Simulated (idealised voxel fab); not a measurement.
This section sets out a process module, namely voxel fin reveal.
The figure presents cross-section cut, which has a width of 185 nm and is divided into square cells with an edge length of 5 nm.
Throughout this document, each cross-section is represented as a grid of square cells and is presented as a sequence of bands enumerated from the top downward, where a band comprises one or more rows of cells. Band: top and bottom heights (nm) first, top before bottom; then materials from left to right, widths in nm. "edge to edge" marks a sole material filling the band edge to edge. "blank" denotes empty space. Counting heights begins at 0, where everything beneath is, in the wafer as received, one material. The lowest band has no bottom; it goes on downwards, as "from 0 down" shows. A width given as "30->40" starts at the first number in the band's top row and ends at the second number in its bottom row, shifting by an equal amount at every step from row to row. Step note "everything unchanged" = no cross-section cell changed. The list in "Voids, enclosed" covers empty spaces of 8 cells or more that cannot reach the top through any open way, and it gives each as width x height at distance; the distance is from the left edge, and width, height and distance are in nm. It should be noted that, on the line of a given step, the content following the step's settings is a remark produced by the simulator itself with respect to that step. A step line may carry the setting "overlay nm", which, for steps involving a mask, states the distance by which the mask lay to the right of its intended position; negative values denote displacement to the left.
**Steps in the process plan**
- 1: RECEIVE,material Si
- 2: CONFORMAL_DEP,material SiN,thk nm 10
- 3: MASKED_ETCH,tone cover,mask id FINS,width nm 15,pitch nm 35,etch materials SiN,depth nm 10,overlay nm 0
- 4: MASKED_ETCH,tone cover,mask id FINS,width nm 15,pitch nm 35,etch materials Si,depth nm 40,overlay nm 0
- 5: FILL_DEP,material SiO2,thk nm 5
- 6: CMP,height nm 10
- 7: SELECTIVE_ETCH,etch materials SiO2,depth nm 30
- 8: STRIP,etch materials SiN
- 9: CONFORMAL_DEP,material HfO2,thk nm 5
**As received (post step 1): cross-section**
    from 0 down | Si edge to edge
    Voids, enclosed: none
**Same starting wafer, same plan as above, one mistake in the execution; this is the cross-section at the end of the module**
    from 5 to 0 | blank 60 nm | HfO2 25 nm | blank 10 nm | HfO2 25 nm | blank 65 nm
    from 0 to -15 | blank 60 nm | HfO2 5 nm | Si 15 nm | HfO2 5 nm | blank 10 nm | HfO2 5 nm | Si 15 nm | HfO2 5 nm | blank 65 nm
    from -15 to -20 | HfO2 65 nm | Si 15 nm | HfO2 20 nm | Si 15 nm | HfO2 70 nm
    from -20 to -50 | SiO2 65 nm | Si 15 nm | SiO2 20 nm | Si 15 nm | SiO2 70 nm
    from -50 down | Si edge to edge
    Voids, enclosed: none
Processing error: for step 4, the planned setting was not used; the step was instead run as MASKED_ETCH,tone cover,mask id FINS,width nm 15,pitch nm 35,etch materials Si,depth nm 50,overlay nm 0
